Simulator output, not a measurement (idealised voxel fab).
Process module, titled voxel wiring stack
The width of the displayed cross-section, cut, is 235 nm; its cells are square, with a size of 5 nm.
For the purposes of this document, a cross-section shall be understood as a grid of square cells, specified as bands listed in top-to-bottom order, each band consisting of one or more rows of cells. This entry defines a band. It first specifies the height of the band's top and the height of its bottom in nm, and then specifies the band's materials from left to right, stating each material with its width in nm. The word "edge to edge" identifies a single material that fills the band from edge to edge, while the word "blank" identifies empty space. Below 0: as-received wafer, all one material; heights counted from there. Lowest band: no bottom, goes on down, written "top 0, no bottom". Read "30->40" as a graded width: first number on top, second number at the bottom, same change between each pair of neighbouring rows. Step note "no modification" = no cross-section cell changed. "Closed internal voids" specifies each empty space that is not open to the top and that occupies no fewer than 8 cells, using the form width x height at distance, the distance measured from the left edge and all three quantities in nm. That trailing text on a step's line, after the settings, is the simulator's own remark on the step. overlay nm: on a step with a mask, how far right of its planned place the mask lay; negative means left.

Process steps - plan:
1,RECEIVE, material Si
2,CONFORMAL_DEP, material SiO2, thk nm 10
3,DIRECTIONAL_DEP, material TiN, thk nm 5
4,DIRECTIONAL_DEP, material Ru, thk nm 15
5,DIRECTIONAL_DEP, material aC, thk nm 15
6,PATTERN, tone cover, mask id METAL_1, material resist, width nm 20, pitch nm 50, thk nm 30, overlay nm 0
7,DIRECTIONAL_ETCH, etch materials aC, depth nm 15
8,STRIP, etch materials resist
9,DIRECTIONAL_ETCH, etch materials Ru, depth nm 15
10,DIRECTIONAL_ETCH, etch materials TiN, depth nm 5
11,STRIP, etch materials aC
12,CONFORMAL_DEP, material SiCN, thk nm 5
13,FILL_DEP, material SiO2, thk nm 5
14,CMP, height nm 30
15,CONFORMAL_DEP, material SiCN, thk nm 5
16,DIRECTIONAL_DEP, material SiO2, thk nm 15
17,DIRECTIONAL_DEP, material aC, thk nm 10
18,PATTERN, tone open, mask id PLUG_1, material resist, width nm 15, pitch nm 50, thk nm 25, overlay nm 0
19,DIRECTIONAL_ETCH, etch materials aC, depth nm 10
20,STRIP, etch materials resist
21,DIRECTIONAL_ETCH, etch materials SiO2, depth nm 15
22,DIRECTIONAL_ETCH, etch materials SiCN, depth nm 5
23,STRIP, etch materials aC
24,CONFORMAL_DEP, material TiN, thk nm 5
25,FILL_DEP, material Ru, thk nm 5
26,CMP, height nm 50
27,CONFORMAL_DEP, material SiN, thk nm 5
28,DIRECTIONAL_DEP, material lowk, thk nm 25
29,MASKED_ETCH, tone open, mask id METAL_2, width nm 20, pitch nm 50, etch materials lowk, depth nm 25, overlay nm 0
30,MASKED_ETCH, tone open, mask id METAL_2, width nm 20, pitch nm 50, etch materials SiN, depth nm 5, overlay nm 0
31,CONFORMAL_DEP, material TiN, thk nm 5
32,FILL_DEP, material W, thk nm 5
33,CMP, height nm 80
34,CONFORMAL_DEP, material SiCN, thk nm 5
35,DIRECTIONAL_DEP, material SiO2, thk nm 30
36,DIRECTIONAL_DEP, material aC, thk nm 10
37,PATTERN, tone open, mask id METAL_3_HOLES, material resist, width nm 15, thk nm 30, overlay nm 0
38,DIRECTIONAL_ETCH, etch materials aC, depth nm 10
39,STRIP, etch materials resist
40,DIRECTIONAL_ETCH, etch materials SiO2, depth nm 30
41,STRIP, etch materials aC
42,MASKED_ETCH, tone open, mask id METAL_3, width nm 20, pitch nm 50, etch materials SiO2, depth nm 15, overlay nm 0
43,MASKED_ETCH, tone open, mask id METAL_3, width nm 20, pitch nm 50, etch materials SiCN, depth nm 5, overlay nm 0
44,CONFORMAL_DEP, material TiN, thk nm 5
45,FILL_DEP, material Ru, thk nm 5
46,CMP, height nm 115
47,CONFORMAL_DEP, material SiN, thk nm 5

Wafer cross-section on receipt, i.e. after step 1:
* top 0, no bottom | Si edge to edge
* Closed internal voids: none

Run as planned - first of the two wafers cross-sectioned at the end of the module:
* top 120, bottom 115 | SiN edge to edge
* top 115, bottom 105 | 80 nm SiO2 | 5 nm TiN | 10 nm Ru | 5 nm TiN | 30 nm SiO2 | 5 nm TiN | 10 nm Ru | 5 nm TiN | 85 nm SiO2
* top 105, bottom 100 | 80 nm SiO2 | 5 nm TiN | 5 nm Ru | 10 nm TiN | 30 nm SiO2 | 20 nm TiN | 85 nm SiO2
* top 100, bottom 85 | 80 nm SiO2 | 5 nm TiN | 5 nm Ru | 5 nm TiN | 140 nm SiO2
* top 85, bottom 80 | 80 nm SiCN | 15 nm TiN | 140 nm SiCN
* top 80, bottom 55 | 80 nm lowk | 5 nm TiN | 10 nm W | 5 nm TiN | 30 nm lowk | 5 nm TiN | 10 nm W | 5 nm TiN | 85 nm lowk
* top 55, bottom 50 | 80 nm SiN | 20 nm TiN | 30 nm SiN | 20 nm TiN | 85 nm SiN
* top 50, bottom 35 | 80 nm SiO2 | 5 nm TiN | 5 nm Ru | 5 nm TiN | 35 nm SiO2 | 5 nm TiN | 5 nm Ru | 5 nm TiN | 90 nm SiO2
* top 35, bottom 30 | 80 nm SiCN | 15 nm TiN | 35 nm SiCN | 15 nm TiN | 90 nm SiCN
* top 30, bottom 15 | 75 nm SiO2 | 5 nm SiCN | 20 nm Ru | 5 nm SiCN | 20 nm SiO2 | 5 nm SiCN | 20 nm Ru | 5 nm SiCN | 80 nm SiO2
* top 15, bottom 10 | 80 nm SiCN | 20 nm TiN | 30 nm SiCN | 20 nm TiN | 85 nm SiCN
* top 10, bottom 0 | SiO2 edge to edge
* top 0, no bottom | Si edge to edge
* Closed internal voids: none

The second wafer, shown in cross-section after the module: started the same way as the first and given the same plan, yet one mistake crept into how it was run:
* top 120, bottom 115 | SiN edge to edge
* top 115, bottom 105 | 80 nm SiO2 | 5 nm TiN | 5 nm Ru | 5 nm TiN | 140 nm SiO2
* top 105, bottom 100 | 80 nm SiO2 | 15 nm TiN | 140 nm SiO2
* top 100, bottom 85 | SiO2 edge to edge
* top 85, bottom 80 | SiCN edge to edge
* top 80, bottom 55 | 80 nm lowk | 5 nm TiN | 10 nm W | 5 nm TiN | 30 nm lowk | 5 nm TiN | 10 nm W | 5 nm TiN | 85 nm lowk
* top 55, bottom 50 | 80 nm SiN | 20 nm TiN | 30 nm SiN | 20 nm TiN | 85 nm SiN
* top 50, bottom 35 | 80 nm SiO2 | 5 nm TiN | 5 nm Ru | 5 nm TiN | 35 nm SiO2 | 5 nm TiN | 5 nm Ru | 5 nm TiN | 90 nm SiO2
* top 35, bottom 30 | 80 nm SiCN | 15 nm TiN | 35 nm SiCN | 15 nm TiN | 90 nm SiCN
* top 30, bottom 15 | 75 nm SiO2 | 5 nm SiCN | 20 nm Ru | 5 nm SiCN | 20 nm SiO2 | 5 nm SiCN | 20 nm Ru | 5 nm SiCN | 80 nm SiO2
* top 15, bottom 10 | 80 nm SiCN | 20 nm TiN | 30 nm SiCN | 20 nm TiN | 85 nm SiCN
* top 10, bottom 0 | SiO2 edge to edge
* top 0, no bottom | Si edge to edge
* Closed internal voids: none
Nonconformance to the process plan: step 35 of the plan was performed twice
Upon completion, the second wafer contains, in terms of cells, a greater or smaller amount of certain materials than the first wafer: Ru: 10 fewer | SiCN: 3 more | SiO2: 24 more | TiN: 17 fewer
